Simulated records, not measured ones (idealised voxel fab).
Process module heading - voxel released beams
Xsec cut, 300 nm wide, square cell size 5 nm.
How to read a cross-section here: the picture is a grid of square cells, written as bands going from the top down, and any band can span one or more rows of cells. First you get the band's top height and its bottom height, in nm, and then the materials it's made of, left to right, with each width in nm. If you see a single material with "everywhere", that one covers the band edge to edge. "empty" is empty space. Beneath 0, the wafer as received is one material, and that level is where height counting begins. The lowest band goes on downward without a bottom; it is written like "0 -> down". Read "30..40" as a graded width: first number on top, second number at the bottom, same change between each pair of neighbouring rows. No cell of the cross-section changed in a step that is given as "left unchanged". Listed in "Enclosed void catalog": every empty space of 8 or more cells without an open way to the top. Form: width x height at distance, the distance being from the left edge, all in nm. Note: text after step settings on the step line = simulator remark on that step. Among the settings permitted on a step's line is "overlay nm"; applied to a step with a mask, it specifies the extent to which the mask lay to the right of its planned position, whereas a negative figure signifies a position to the left.
THE PROCESS STEPS THAT WERE PLANNED ARE LISTED BELOW
1) RECEIVE, material Si
2) CONFORMAL_DEP, material Al2O3, thk nm 10
3) DIRECTIONAL_DEP, material SiO2, thk nm 15
4) MASKED_ETCH, tone open, mask id ANCHOR, width nm 35, etch materials SiO2, depth nm 15, overlay nm 0
5) CONFORMAL_DEP, material W, thk nm 10
6) PATTERN, tone cover, mask id BEAM, material resist, width nm 100, thk nm 20, overlay nm 0
7) DIRECTIONAL_ETCH, etch materials W, depth nm 10
8) STRIP, etch materials resist
9) STRIP, etch materials SiO2
BELOW: THE FIRST OF TWO WAFERS, RUN AS PLANNED
STEP 1 COMPLETE: CROSS-SECTION OF THE WAFER AS RECEIVED
- 0 -> down | Si everywhere
- Enclosed void catalog: none
CROSS-SECTION THROUGH THE WAFER, STEP 2 FINISHED
- 10 -> 0 | Al2O3 everywhere
- At heights below 0, the structure remains unaltered.
CROSS-SECTION THROUGH THE WAFER, STEP 3 FINISHED
- 25 -> 10 | SiO2 everywhere
- At heights below 10, the structure remains unaltered.
CROSS-SECTION THROUGH THE WAFER, STEP 4 FINISHED
- 25 -> 10 | SiO2: 100; empty: 35; SiO2: 165
- At heights below 10, the structure remains unaltered.
CROSS-SECTION THROUGH THE WAFER, STEP 5 FINISHED
- 35 -> 25 | W: 110; empty: 15; W: 175
- 25 -> 20 | SiO2: 100; W: 10; empty: 15; W: 10; SiO2: 165
- 20 -> 10 | SiO2: 100; W: 35; SiO2: 165
- At heights below 10, the structure remains unaltered.
CROSS-SECTION THROUGH THE WAFER, STEP 6 FINISHED
- 55 -> 35 | empty: 95; resist: 100; empty: 105
- 35 -> 25 | W: 110; resist: 15; W: 175
- 25 -> 20 | SiO2: 100; W: 10; resist: 15; W: 10; SiO2: 165
- At heights below 20, the structure remains unaltered.
CROSS-SECTION THROUGH THE WAFER, STEP 7 FINISHED
- 55 -> 35 | empty: 95; resist: 100; empty: 105
- 35 -> 25 | empty: 95; W: 15; resist: 15; W: 70; empty: 105
- At heights below 25, the structure remains unaltered.
CROSS-SECTION THROUGH THE WAFER, STEP 8 FINISHED
- 35 -> 25 | empty: 95; W: 15; empty: 15; W: 70; empty: 105
- 25 -> 20 | SiO2: 100; W: 10; empty: 15; W: 10; SiO2: 165
- At heights below 20, the structure remains unaltered.
CROSS-SECTION THROUGH THE WAFER, STEP 9 FINISHED
- 35 -> 25 | empty: 95; W: 15; empty: 15; W: 70; empty: 105
- 25 -> 20 | empty: 100; W: 10; empty: 15; W: 10; empty: 165
- 20 -> 10 | empty: 100; W: 35; empty: 165
- At heights below 10, the structure remains unaltered.
THE SECOND WAFER BEGAN EXACTLY AS THE FIRST DID AND FOLLOWED THE SAME PLAN, BUT ONE MISTAKE WAS MADE WHILE RUNNING IT; THROUGH STEP 1 INCLUSIVE, THE TWO WAFERS ARE IDENTICAL
X-SECTION, SECOND WAFER, WHEN STEP 2 WAS DUE TO FINISH
- 15 -> 0 | Al2O3 everywhere
- At heights below 0, the structure remains unaltered.
X-SECTION, SECOND WAFER, WHEN STEP 3 WAS DUE TO FINISH
- 30 -> 15 | SiO2 everywhere
- At heights below 15, the structure remains unaltered.
X-SECTION, SECOND WAFER, WHEN STEP 4 WAS DUE TO FINISH
- 30 -> 15 | SiO2: 100; empty: 35; SiO2: 165
- At heights below 15, the structure remains unaltered.
X-SECTION, SECOND WAFER, WHEN STEP 5 WAS DUE TO FINISH
- 40 -> 30 | W: 110; empty: 15; W: 175
- 30 -> 25 | SiO2: 100; W: 10; empty: 15; W: 10; SiO2: 165
- 25 -> 15 | SiO2: 100; W: 35; SiO2: 165
- At heights below 15, the structure remains unaltered.
X-SECTION, SECOND WAFER, WHEN STEP 6 WAS DUE TO FINISH
- 60 -> 40 | empty: 95; resist: 100; empty: 105
- 40 -> 30 | W: 110; resist: 15; W: 175
- 30 -> 25 | SiO2: 100; W: 10; resist: 15; W: 10; SiO2: 165
- At heights below 25, the structure remains unaltered.
X-SECTION, SECOND WAFER, WHEN STEP 7 WAS DUE TO FINISH
- 60 -> 40 | empty: 95; resist: 100; empty: 105
- 40 -> 30 | empty: 95; W: 15; resist: 15; W: 70; empty: 105
- At heights below 30, the structure remains unaltered.
X-SECTION, SECOND WAFER, WHEN STEP 8 WAS DUE TO FINISH
- 40 -> 30 | empty: 95; W: 15; empty: 15; W: 70; empty: 105
- 30 -> 25 | SiO2: 100; W: 10; empty: 15; W: 10; SiO2: 165
- At heights below 25, the structure remains unaltered.
X-SECTION, SECOND WAFER, WHEN STEP 9 WAS DUE TO FINISH
- 40 -> 30 | empty: 95; W: 15; empty: 15; W: 70; empty: 105
- 30 -> 25 | empty: 100; W: 10; empty: 15; W: 10; empty: 165
- 25 -> 15 | empty: 100; W: 35; empty: 165
- At heights below 15, the structure remains unaltered.
Which mistake was made when the wafer was run? the process deviated at step 2: the operation and settings actually run there were CONFORMAL_DEP, material Al2O3, thk nm 15
Counted in cells at the end, the second wafer holds more or fewer of these materials than the first: 60 more of Al2O3
